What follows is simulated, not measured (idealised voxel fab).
process module | voxel local oxidation
cross-section cut | 230 nm wide | cells 5 nm
A cross-section is a grid of square cells, given in bands from the top down. A band is one or more rows of cells.
Each band's line starts with the height of the band's top and of its bottom, in nm. Then come its materials from left to right, each with its width in nm. One material with "throughout" fills the band from edge to edge. "air" is empty space.
Height 0 is the level under which the wafer as received is all one material. The lowest band goes on downwards, as in "0 down".
A width such as "30 to 40" changes by the same amount from each row of cells to the next, from the band's top row to its bottom row.
"no change" after a step means that no cell of the cross-section changed.
closed voids: empty space of 8 cells or more with no open way to the top, each as width x height at its distance from the left edge, in nm
after a step's settings: what the simulator itself notes on the step
overlay nm, on a step with a mask: how far to the right of its planned place the mask lay; to the left if negative
plan
1 op RECEIVE | material Si
2 op CONFORMAL_DEP | material SiO2 | thk nm 5
3 op CONFORMAL_DEP | material SiN | thk nm 15
4 op DIRECTIONAL_DEP | material aC | thk nm 15
5 op PATTERN | tone cover | mask id ACTIVE | material resist | width nm 120 | thk nm 30 | overlay nm 0
6 op DIRECTIONAL_ETCH | etch materials aC | depth nm 15
7 op STRIP | etch materials resist
8 op DIRECTIONAL_ETCH | etch materials SiN | depth nm 15
9 op STRIP | etch materials aC
10 op SELECTIVE_ETCH | etch materials SiO2 | depth nm 5
11 op OXIDIZE | depth nm 15
12 op STRIP | etch materials SiN
as received, after step 1
  0 down: Si throughout
  closed voids: none
a wafer at the end: this start, this plan, one mistake
  0 to -15: SiO2 70 | Si 90 | SiO2 70
  -15 down: Si throughout
  closed voids: none
what went wrong: step 2 was left out
